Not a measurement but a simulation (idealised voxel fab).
process module | voxel capacitor over wiring
cross-section cut | 275 nm wide | cells 5 nm
A cross-section is a grid of square cells, given in bands from the top down. A band is one or more rows of cells.
Each band's line starts with the height of the band's top and of its bottom, in nm. Then come its materials from left to right, each with its width in nm. One material with "throughout" fills the band from edge to edge. "air" is empty space.
Height 0 is the level under which the wafer as received is all one material. The lowest band goes on downwards, as in "0 down".
A width such as "30 to 40" changes by the same amount from each row of cells to the next, from the band's top row to its bottom row.
"no change" after a step means that no cell of the cross-section changed.
closed voids: empty space of 8 cells or more with no open way to the top, each as width x height at its distance from the left edge, in nm
after a step's settings: what the simulator itself notes on the step
overlay nm, on a step with a mask: how far to the right of its planned place the mask lay; to the left if negative
plan
1 op RECEIVE | material Si
2 op CONFORMAL_DEP | material SiO2 | thk nm 15
3 op CONFORMAL_DEP | material SiN | thk nm 5
4 op DIRECTIONAL_DEP | material SiO2 | thk nm 20
5 op MASKED_ETCH | tone open | mask id METAL_1 | width nm 20 | pitch nm 70 | etch materials SiO2 | depth nm 20 | overlay nm 0
6 op MASKED_ETCH | tone open | mask id METAL_1 | width nm 20 | pitch nm 70 | etch materials SiN | depth nm 5 | overlay nm 0
7 op CONFORMAL_DEP | material TiN | thk nm 5
8 op FILL_DEP | material W | thk nm 5
9 op CMP | height nm 40
10 op CONFORMAL_DEP | material SiCN | thk nm 5
11 op DIRECTIONAL_DEP | material lowk | thk nm 10
12 op PATTERN | tone open | mask id PLUG_1 | material resist | width nm 15 | thk nm 15 | overlay nm 0
13 op DIRECTIONAL_ETCH | etch materials lowk | depth nm 10
14 op DIRECTIONAL_ETCH | etch materials SiCN | depth nm 5
15 op STRIP | etch materials resist
16 op CONFORMAL_DEP | material TiN | thk nm 5
17 op FILL_DEP | material Cu | thk nm 10
18 op CMP | height nm 55
19 op DIRECTIONAL_DEP | material TiN | thk nm 10
20 op DIRECTIONAL_DEP | material SiN | thk nm 5
21 op DIRECTIONAL_DEP | material TiN | thk nm 10
22 op MASKED_ETCH | tone cover | mask id UPPER_PLATE | width nm 55 | etch materials TiN | depth nm 10 | overlay nm 0
23 op MASKED_ETCH | tone cover | mask id UPPER_PLATE | width nm 55 | etch materials SiN | depth nm 5 | overlay nm 0
24 op MASKED_ETCH | tone cover | mask id LOWER_PLATE | width nm 65 | etch materials TiN | depth nm 10 | overlay nm 0
25 op FILL_DEP | material SiO2 | thk nm 15
26 op CMP | height nm 90
27 op MASKED_ETCH | tone open | mask id PLUG_2 | width nm 15 | etch materials SiO2 | depth nm 10 | overlay nm 0
28 op CONFORMAL_DEP | material TiN | thk nm 5
29 op FILL_DEP | material W | thk nm 10
30 op CMP | height nm 90
31 op CONFORMAL_DEP | material SiN | thk nm 5
first wafer, as planned
as received, after step 1
  0 down: Si throughout
  closed voids: none
after step 2
  15 to 0: SiO2 throughout
  below 0: unchanged
after step 3
  20 to 15: SiN throughout
  below 15: unchanged
after step 4
  40 to 20: SiO2 throughout
  below 20: unchanged
after step 5
  40 to 20: SiO2 90 | air 20 | SiO2 50 | air 20 | SiO2 95
  below 20: unchanged
after step 6
  40 to 20: SiO2 90 | air 20 | SiO2 50 | air 20 | SiO2 95
  20 to 15: SiN 90 | air 20 | SiN 50 | air 20 | SiN 95
  below 15: unchanged
after step 7
  45 to 40: TiN 95 | air 10 | TiN 60 | air 10 | TiN 100
  40 to 20: SiO2 90 | TiN 5 | air 10 | TiN 5 | SiO2 50 | TiN 5 | air 10 | TiN 5 | SiO2 95
  20 to 15: SiN 90 | TiN 20 | SiN 50 | TiN 20 | SiN 95
  below 15: unchanged
after step 8
  50 to 45: W throughout
  45 to 40: TiN 95 | W 10 | TiN 60 | W 10 | TiN 100
  40 to 20: SiO2 90 | TiN 5 | W 10 | TiN 5 | SiO2 50 | TiN 5 | W 10 | TiN 5 | SiO2 95
  below 20: unchanged
after step 9
  40 to 20: SiO2 90 | TiN 5 | W 10 | TiN 5 | SiO2 50 | TiN 5 | W 10 | TiN 5 | SiO2 95
  below 20: unchanged
after step 10
  45 to 40: SiCN throughout
  below 40: unchanged
after step 11
  55 to 45: lowk throughout
  below 45: unchanged
after step 12
  70 to 55: resist 95 | air 15 | resist 165
  below 55: unchanged
after step 13
  70 to 55: resist 95 | air 15 | resist 165
  55 to 45: lowk 95 | air 15 | lowk 165
  below 45: unchanged
after step 14
  70 to 55: resist 95 | air 15 | resist 165
  55 to 45: lowk 95 | air 15 | lowk 165
  45 to 40: SiCN 95 | air 15 | SiCN 165
  below 40: unchanged
after step 15
  55 to 45: lowk 95 | air 15 | lowk 165
  below 45: unchanged
after step 16
  60 to 55: TiN 100 | air 5 | TiN 170
  55 to 45: lowk 95 | TiN 5 | air 5 | TiN 5 | lowk 165
  45 to 40: SiCN 95 | TiN 15 | SiCN 165
  below 40: unchanged
after step 17
  70 to 60: Cu throughout
  60 to 55: TiN 100 | Cu 5 | TiN 170
  55 to 45: lowk 95 | TiN 5 | Cu 5 | TiN 5 | lowk 165
  below 45: unchanged
after step 18
  55 to 45: lowk 95 | TiN 5 | Cu 5 | TiN 5 | lowk 165
  below 45: unchanged
after step 19
  65 to 55: TiN throughout
  below 55: unchanged
after step 20
  70 to 65: SiN throughout
  below 65: unchanged
after step 21
  80 to 70: TiN throughout
  below 70: unchanged
after step 22
  80 to 70: air 95 | TiN 55 | air 125
  below 70: unchanged
after step 23
  80 to 70: air 95 | TiN 55 | air 125
  70 to 65: air 95 | SiN 55 | air 125
  below 65: unchanged
after step 24
  80 to 70: air 95 | TiN 55 | air 125
  70 to 65: air 95 | SiN 55 | air 125
  65 to 55: air 90 | TiN 65 | air 120
  below 55: unchanged
after step 25
  95 to 80: SiO2 throughout
  80 to 70: SiO2 95 | TiN 55 | SiO2 125
  70 to 65: SiO2 95 | SiN 55 | SiO2 125
  65 to 55: SiO2 90 | TiN 65 | SiO2 120
  below 55: unchanged
after step 26
  90 to 80: SiO2 throughout
  below 80: unchanged
after step 27
  90 to 80: SiO2 105 | air 15 | SiO2 155
  below 80: unchanged
after step 28
  95 to 90: TiN 110 | air 5 | TiN 160
  90 to 85: SiO2 105 | TiN 5 | air 5 | TiN 5 | SiO2 155
  85 to 80: SiO2 105 | TiN 15 | SiO2 155
  below 80: unchanged
after step 29
  105 to 95: W throughout
  95 to 90: TiN 110 | W 5 | TiN 160
  90 to 85: SiO2 105 | TiN 5 | W 5 | TiN 5 | SiO2 155
  below 85: unchanged
after step 30
  90 to 85: SiO2 105 | TiN 5 | W 5 | TiN 5 | SiO2 155
  below 85: unchanged
after step 31
  95 to 90: SiN throughout
  below 90: unchanged
second wafer: like start, like plan, one mistake. Through step 19 it matches the first wafer
when step 20 should have ended: no change
when step 21 should have ended
  75 to 55: TiN throughout
  below 55: unchanged
when step 22 should have ended
  75 to 65: air 95 | TiN 55 | air 125
  below 65: unchanged
when step 23 should have ended: no change
when step 24 should have ended
  75 to 65: air 95 | TiN 55 | air 125
  65 to 55: air 90 | TiN 65 | air 120
  below 55: unchanged
when step 25 should have ended
  90 to 75: SiO2 throughout
  75 to 65: SiO2 95 | TiN 55 | SiO2 125
  65 to 55: SiO2 90 | TiN 65 | SiO2 120
  below 55: unchanged
when step 26 should have ended: no change
when step 27 should have ended
  90 to 80: SiO2 105 | air 15 | SiO2 155
  below 80: unchanged
when step 28 should have ended
  95 to 90: TiN 110 | air 5 | TiN 160
  90 to 85: SiO2 105 | TiN 5 | air 5 | TiN 5 | SiO2 155
  85 to 80: SiO2 105 | TiN 15 | SiO2 155
  below 80: unchanged
when step 29 should have ended
  105 to 95: W throughout
  95 to 90: TiN 110 | W 5 | TiN 160
  90 to 85: SiO2 105 | TiN 5 | W 5 | TiN 5 | SiO2 155
  below 85: unchanged
when step 30 should have ended
  90 to 85: SiO2 105 | TiN 5 | W 5 | TiN 5 | SiO2 155
  below 85: unchanged
when step 31 should have ended
  95 to 90: SiN throughout
  below 90: unchanged
what went wrong: step 20 was left out
at the end the second wafer has, in cells: 11 fewer of SiN | 11 more of SiO2
